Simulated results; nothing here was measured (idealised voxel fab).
The document below concerns the process module designated voxel wiring stack.
In the cross-section labelled cut, the width is 270 nm and each square cell is 5 nm.
Heads up, the way a cross-section reads in here is a grid of square cells, handed over as bands from the top down, with every band being one or more rows of cells.
In this notation a band is specified by the heights of its top and bottom, in that order and in nm, after which its materials appear from left to right, each paired with its width in nm. The word "edge to edge" attached to a single material means that material fills the band from edge to edge; the word "blank" stands for empty space.
For the purposes of this specification, 0 denotes the height below which the wafer in its as-received condition is composed wholly of one material, and the lowermost band, lacking a lower limit, extends downward without end, as expressed in "0 and below".
The two numbers in a width such as "30->40" mark its ends across the band: the first belongs to the top row of cells, the second to the bottom row, and from each row to the next the width moves by the same amount.
You'll sometimes find "changes: none" written for a step, and that's the way of saying that nowhere in the cross-section did a cell change during that step.
The label "Closed void inventory" introduces a list of the empty spaces, 8 cells or larger, that have no open way up to the top; each entry in it reads width x height at distance, where the distance is taken from the left edge and all three are stated in nm.
Anything after a step's settings on that line? It's the simulator's own note about the step.
The setting "overlay nm" may be written on the line of a step. When the step uses a mask, the value reports how far to the right of the planned place the mask lay, and a negative value reports that it lay to the left.

-- List of planned process steps
| 1 | RECEIVE with material Si |
| 2 | CONFORMAL_DEP with material SiO2, thk nm 10 |
| 3 | CONFORMAL_DEP with material SiCN, thk nm 5 |
| 4 | DIRECTIONAL_DEP with material SiO2, thk nm 20 |
| 5 | DIRECTIONAL_DEP with material aC, thk nm 10 |
| 6 | PATTERN with tone open, mask id METAL_1, material resist, width nm 20, pitch nm 45, thk nm 30, overlay nm 0 |
| 7 | DIRECTIONAL_ETCH with etch materials aC, depth nm 10 |
| 8 | STRIP with etch materials resist |
| 9 | DIRECTIONAL_ETCH with etch materials SiO2, depth nm 20 |
| 10 | DIRECTIONAL_ETCH with etch materials SiCN, depth nm 5 |
| 11 | STRIP with etch materials aC |
| 12 | CONFORMAL_DEP with material TiN, thk nm 5 |
| 13 | FILL_DEP with material Cu, thk nm 10 |
| 14 | CMP with height nm 35 |
| 15 | EPI with material Ru, thk nm 5 |
| 16 | FILL_DEP with material SiCN, thk nm 5 |
| 17 | DIRECTIONAL_DEP with material SiO2, thk nm 20 |
| 18 | PATTERN with tone open, mask id PLUG_1, material resist, width nm 15, thk nm 15, overlay nm 0 |
| 19 | DIRECTIONAL_ETCH with etch materials SiO2, depth nm 20 |
| 20 | DIRECTIONAL_ETCH with etch materials SiCN, depth nm 5 |
| 21 | STRIP with etch materials resist |
| 22 | CONFORMAL_DEP with material TiN, thk nm 5 |
| 23 | FILL_DEP with material Ru, thk nm 5 |
| 24 | CMP with height nm 65 |
| 25 | DIRECTIONAL_DEP with material TiN, thk nm 5 |
| 26 | DIRECTIONAL_DEP with material Ru, thk nm 25 |
| 27 | MASKED_ETCH with tone cover, mask id METAL_2, width nm 20, pitch nm 45, etch materials Ru, depth nm 25, overlay nm 0 |
| 28 | MASKED_ETCH with tone cover, mask id METAL_2, width nm 20, pitch nm 45, etch materials TiN, depth nm 5, overlay nm 0 |
| 29 | CONFORMAL_DEP with material SiN, thk nm 5 |
| 30 | FILL_DEP with material lowk, thk nm 5 |
| 31 | CMP with height nm 95 |
| 32 | CONFORMAL_DEP with material SiCN, thk nm 5 |
| 33 | DIRECTIONAL_DEP with material SiO2, thk nm 15 |
| 34 | PATTERN with tone open, mask id PLUG_2, material resist, width nm 15, pitch nm 45, thk nm 15, overlay nm 0 |
| 35 | DIRECTIONAL_ETCH with etch materials SiO2, depth nm 15 |
| 36 | DIRECTIONAL_ETCH with etch materials SiCN, depth nm 5 |
| 37 | STRIP with etch materials resist |
| 38 | CONFORMAL_DEP with material TiN, thk nm 5 |
| 39 | FILL_DEP with material Ru, thk nm 10 |
| 40 | CMP with height nm 115 |
| 41 | DIRECTIONAL_DEP with material TiN, thk nm 5 |
| 42 | DIRECTIONAL_DEP with material Ru, thk nm 15 |
| 43 | MASKED_ETCH with tone cover, mask id METAL_3, width nm 20, pitch nm 45, etch materials Ru, depth nm 15, overlay nm 0 |
| 44 | MASKED_ETCH with tone cover, mask id METAL_3, width nm 20, pitch nm 45, etch materials TiN, depth nm 5, overlay nm 0 |
| 45 | CONFORMAL_DEP with material SiCN, thk nm 5 |
| 46 | FILL_DEP with material SiO2, thk nm 10 |
| 47 | CMP with height nm 135 |
| 48 | CONFORMAL_DEP with material SiCN, thk nm 5 |

-- Cross-section of the wafer as it came to us, i.e., already through step 1
	0 and below = Si edge to edge
	Closed void inventory: none

-- First of two wafers: cross-section at end of module, run per plan
	140 down to 135 = SiCN edge to edge
	135 down to 120 = 95 SiO2, then 5 SiCN, then 20 Ru, then 5 SiCN, then 15 SiO2, then 5 SiCN, then 20 Ru, then 5 SiCN, then 100 SiO2
	120 down to 115 = 100 SiCN, then 20 TiN, then 25 SiCN, then 20 TiN, then 105 SiCN
	115 down to 100 = 100 SiO2, then 5 TiN, then 5 Ru, then 5 TiN, then 30 SiO2, then 5 TiN, then 5 Ru, then 5 TiN, then 110 SiO2
	100 down to 95 = 100 SiCN, then 15 TiN, then 30 SiCN, then 15 TiN, then 110 SiCN
	95 down to 70 = 95 lowk, then 5 SiN, then 20 Ru, then 5 SiN, then 15 lowk, then 5 SiN, then 20 Ru, then 5 SiN, then 100 lowk
	70 down to 65 = 100 SiN, then 20 TiN, then 25 SiN, then 20 TiN, then 105 SiN
	65 down to 45 = 100 SiO2, then 5 TiN, then 5 Ru, then 5 TiN, then 155 SiO2
	45 down to 40 = 100 SiCN, then 15 TiN, then 155 SiCN
	40 down to 35 = 95 SiCN, then 30 Ru, then 15 SiCN, then 30 Ru, then 100 SiCN
	35 down to 15 = 100 SiO2, then 5 TiN, then 10 Cu, then 5 TiN, then 25 SiO2, then 5 TiN, then 10 Cu, then 5 TiN, then 105 SiO2
	15 down to 10 = 100 SiCN, then 20 TiN, then 25 SiCN, then 20 TiN, then 105 SiCN
	10 down to 0 = SiO2 edge to edge
	0 and below = Si edge to edge
	Closed void inventory: none

-- Cross-sectional view of the second of two wafers upon completion of the module. This wafer shared its starting condition and process plan with the first; one error was made during its execution
	140 down to 135 = SiCN edge to edge
	135 down to 120 = 95 SiO2, then 5 SiCN, then 20 Ru, then 5 SiCN, then 15 SiO2, then 5 SiCN, then 20 Ru, then 5 SiCN, then 100 SiO2
	120 down to 115 = 100 SiCN, then 20 TiN, then 25 SiCN, then 20 TiN, then 105 SiCN
	115 down to 100 = 100 SiO2, then 5 TiN, then 5 Ru, then 5 TiN, then 30 SiO2, then 5 TiN, then 5 Ru, then 5 TiN, then 110 SiO2
	100 down to 95 = 100 SiCN, then 15 TiN, then 30 SiCN, then 15 TiN, then 110 SiCN
	95 down to 75 = 95 lowk, then 5 SiN, then 20 Ru, then 5 SiN, then 15 lowk, then 5 SiN, then 20 Ru, then 5 SiN, then 100 lowk
	75 down to 70 = 100 SiN, then 20 Ru, then 25 SiN, then 20 Ru, then 105 SiN
	70 down to 65 = aC edge to edge
	65 down to 45 = 100 SiO2, then 5 TiN, then 5 Ru, then 5 TiN, then 155 SiO2
	45 down to 40 = 100 SiCN, then 15 TiN, then 155 SiCN
	40 down to 35 = 95 SiCN, then 30 Ru, then 15 SiCN, then 30 Ru, then 100 SiCN
	35 down to 15 = 100 SiO2, then 5 TiN, then 10 Cu, then 5 TiN, then 25 SiO2, then 5 TiN, then 10 Cu, then 5 TiN, then 105 SiO2
	15 down to 10 = 100 SiCN, then 20 TiN, then 25 SiCN, then 20 TiN, then 105 SiCN
	10 down to 0 = SiO2 edge to edge
	0 and below = Si edge to edge
	Closed void inventory: none
Where did the run depart from the plan? not per plan at step 25, really ran DIRECTIONAL_DEP with material aC, thk nm 5
at the end the second wafer has, in cells: SiN: 4 fewer; TiN: 8 fewer; aC: 54 more; lowk: 42 fewer
